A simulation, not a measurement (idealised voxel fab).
Documented hereafter: the process module known as voxel self aligned vias.
Square cell edge 5 nm, section width 260 nm, ID cut.
Cross-section layout: square cells on a grid; listed as bands, top to bottom; a band spans one or more cell rows.
This entry defines a band. It first specifies the height of the band's top and the height of its bottom in nm, and then specifies the band's materials from left to right, stating each material with its width in nm. The word "throughout" identifies a single material that fills the band from edge to edge, while the word "empty" identifies empty space.
Heads up on the height convention: 0 is the point under which the incoming wafer is all one material, and the lowest band has no bottom, it just keeps going down, like "0 -> down".
With a width like "30 to 40", each row of cells in the band differs from the next by the same amount, the top row carrying the first number and the bottom row the second.
Take "nothing got changed" at face value: in the step it is given for, the cross-section changed in none of its cells.
Voids not open to the top, 8 cells minimum: see "Fully closed voids". Written width x height at distance; distance is from the left edge; nm.
That trailing text on a step's line, after the settings, is the simulator's own remark on the step.
overlay nm: step with mask; distance mask lay right of planned place; negative value = left of planned place.
## Steps in the process plan
1. RECEIVE [material Si]
2. CONFORMAL_DEP [material SiO2] [thk nm 10]
3. CONFORMAL_DEP [material SiCN] [thk nm 5]
4. DIRECTIONAL_DEP [material lowk] [thk nm 30]
5. PATTERN [tone open] [mask id LINES] [material resist] [width nm 20] [pitch nm 50] [thk nm 20] [overlay nm -15]
6. DIRECTIONAL_ETCH [etch materials lowk] [depth nm 30]
7. STRIP [etch materials resist]
8. CONFORMAL_DEP [material TiN] [thk nm 5]
9. FILL_DEP [material W] [thk nm 10]
10. CMP [height nm 45]
11. SELECTIVE_ETCH [etch materials W Ru TiN] [depth nm 5]
12. FILL_DEP [material SiN] [thk nm 10]
13. CMP [height nm 45]
14. DIRECTIONAL_DEP [material lowk] [thk nm 20]
15. MASKED_ETCH [tone open] [mask id VIAS] [width nm 30] [etch materials lowk] [depth nm 20] [overlay nm 0]
16. MASKED_ETCH [tone open] [mask id VIAS] [width nm 30] [etch materials SiN] [depth nm 5] [overlay nm 0]
17. CONFORMAL_DEP [material TiN] [thk nm 5]
18. FILL_DEP [material Cu] [thk nm 5]
19. CMP [height nm 65]
20. CONFORMAL_DEP [material SiCN] [thk nm 5]
The plan shows the overlay nm of step 5 as the first wafer had it; this setting differs between the wafers, which start out alike.
## Step 1 complete: as-received cross-section of the first of several wafers
* 0 -> down  Si throughout
* Fully closed voids: none
## Here is the cross-section of the first of several wafers at the end of the module, after its last step, step 20
* 70 -> 65  SiCN throughout
* 65 -> 50  lowk 90 nm, TiN 5 nm, Cu 20 nm, TiN 5 nm, lowk 140 nm
* 50 -> 45  lowk 90 nm, TiN 30 nm, lowk 140 nm
* 45 -> 40  lowk 80 nm, SiN 10 nm, TiN 10 nm, lowk 30 nm, SiN 20 nm, lowk 110 nm
* 40 -> 20  lowk 80 nm, TiN 5 nm, W 10 nm, TiN 5 nm, lowk 30 nm, TiN 5 nm, W 10 nm, TiN 5 nm, lowk 110 nm
* 20 -> 15  lowk 80 nm, TiN 20 nm, lowk 30 nm, TiN 20 nm, lowk 110 nm
* 15 -> 10  SiCN throughout
* 10 -> 0  SiO2 throughout
* 0 -> down  Si throughout
* Fully closed voids: none
## So this is the cross-section on the last wafer at the end of the module
* 70 -> 65  SiCN throughout
* 65 -> 50  lowk 90 nm, TiN 5 nm, Cu 20 nm, TiN 5 nm, lowk 140 nm
* 50 -> 45  lowk 90 nm, TiN 30 nm, lowk 140 nm
* 45 -> 40  lowk 110 nm, TiN 10 nm, SiN 10 nm, lowk 30 nm, SiN 20 nm, lowk 80 nm
* 40 -> 20  lowk 110 nm, TiN 5 nm, W 10 nm, TiN 5 nm, lowk 30 nm, TiN 5 nm, W 10 nm, TiN 5 nm, lowk 80 nm
* 20 -> 15  lowk 110 nm, TiN 20 nm, lowk 30 nm, TiN 20 nm, lowk 80 nm
* 15 -> 10  SiCN throughout
* 10 -> 0  SiO2 throughout
* 0 -> down  Si throughout
* Fully closed voids: none
## Each row below is a wafer at the end of the module, listing for every material the number of cells it has gained (+) or lost (-) since it was received, followed by its closed voids
overlay nm -15; +12 Cu; +104 SiCN; +6 SiN; +104 SiO2; +38 TiN; +16 W; +448 lowk; Fully closed voids: none
overlay nm -10; +13 Cu; +104 SiCN; +5 SiN; +104 SiO2; +38 TiN; +16 W; +448 lowk; Fully closed voids: none
overlay nm -5; +14 Cu; +104 SiCN; +4 SiN; +104 SiO2; +38 TiN; +16 W; +448 lowk; Fully closed voids: none
overlay nm 0; +14 Cu; +104 SiCN; +4 SiN; +104 SiO2; +38 TiN; +16 W; +448 lowk; Fully closed voids: none
overlay nm 5; +14 Cu; +104 SiCN; +4 SiN; +104 SiO2; +38 TiN; +16 W; +448 lowk; Fully closed voids: none
overlay nm 10; +13 Cu; +104 SiCN; +5 SiN; +104 SiO2; +38 TiN; +16 W; +448 lowk; Fully closed voids: none
overlay nm 15; +12 Cu; +104 SiCN; +6 SiN; +104 SiO2; +38 TiN; +16 W; +448 lowk; Fully closed voids: none
